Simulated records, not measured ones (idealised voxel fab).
The process module that follows is named voxel ribs on slabs.
Section cut is 210 nm wide and gridded with 5 nm square cells.
Heads up, the way a cross-section reads in here is a grid of square cells, handed over as bands from the top down, with every band being one or more rows of cells. The band entry comprises the height of the band's top followed by the height of its bottom, expressed in nm, and subsequently the band's materials from left to right, each stated together with its width in nm. Where a single material is marked with the word "edge to edge", that material fills the band from edge to edge. The word "empty" represents empty space. Counting heights begins at 0, where everything beneath is, in the wafer as received, one material. The lowest band has no bottom; it goes on downwards, as "top 0, no bottom" shows. When a width is written as two numbers, as in "30->40", the first number is the width in the top row of cells of the band and the second is the width in its bottom row, and the width changes by the same amount from each row to the next. It should be understood that the words "all unchanged", when stated for a given step, signify that the cross-section underwent no change in any of its cells during that step. Entry "Voids, sealed". Content: empty spaces with no open connection to the top, size 8 cells or greater. Each: width x height at distance. Distance: from left edge. Unit: nm. Formally, on a step line, whatever follows the settings is a remark that the simulator itself makes on the step. "overlay nm" denotes, for a step that has a mask, the displacement of the mask to the right of its planned place, with negative values corresponding to the left.

The planned process steps are enumerated hereunder:
| 1 | RECEIVE, material Si |
| 2 | DIRECTIONAL_DEP, material SiO2, thk nm 25 |
| 3 | DIRECTIONAL_DEP, material SiN, thk nm 25 |
| 4 | MASKED_ETCH, tone cover, mask id RIB, width nm 15, etch materials SiN, depth nm 10, overlay nm 0 |
| 5 | PATTERN, tone cover, mask id SLAB, material resist, width nm 65, thk nm 15, overlay nm 0 |
| 6 | DIRECTIONAL_ETCH, etch materials SiN, depth nm 15 |
| 7 | STRIP, etch materials resist |
| 8 | FILL_DEP, material SiO2, thk nm 25 |
| 9 | CMP, height nm 70 |
| 10 | DIRECTIONAL_DEP, material TiN, thk nm 5 |
| 11 | PATTERN, tone cover, mask id HEATER, material resist, width nm 25, thk nm 20, overlay nm 0 |
| 12 | DIRECTIONAL_ETCH, etch materials TiN, depth nm 5 |
| 13 | STRIP, etch materials resist |
| 14 | CONFORMAL_DEP, material SiN, thk nm 10 |

This is the cross-section of the wafer as we received it, i.e. after step 1:
    top 0, no bottom | Si edge to edge
    Voids, sealed: none

Look at the cross-section after the module: the wafer started out the way shown above and the plan was the one shown above, yet one mistake was made along the way:
    top 85, bottom 80 | 80 nm empty, then 45 nm SiN, then 85 nm empty
    top 80, bottom 75 | SiN edge to edge
    top 75, bottom 70 | 90 nm SiN, then 25 nm TiN, then 95 nm SiN
    top 70, bottom 50 | SiO2 edge to edge
    top 50, bottom 40 | 95 nm SiO2, then 15 nm SiN, then 100 nm SiO2
    top 40, bottom 25 | 70 nm SiO2, then 65 nm SiN, then 75 nm SiO2
    top 25, bottom 0 | TiN edge to edge
    top 0, no bottom | Si edge to edge
    Voids, sealed: none
What broke from the plan during processing? not per plan at step 2, really ran DIRECTIONAL_DEP, material TiN, thk nm 25
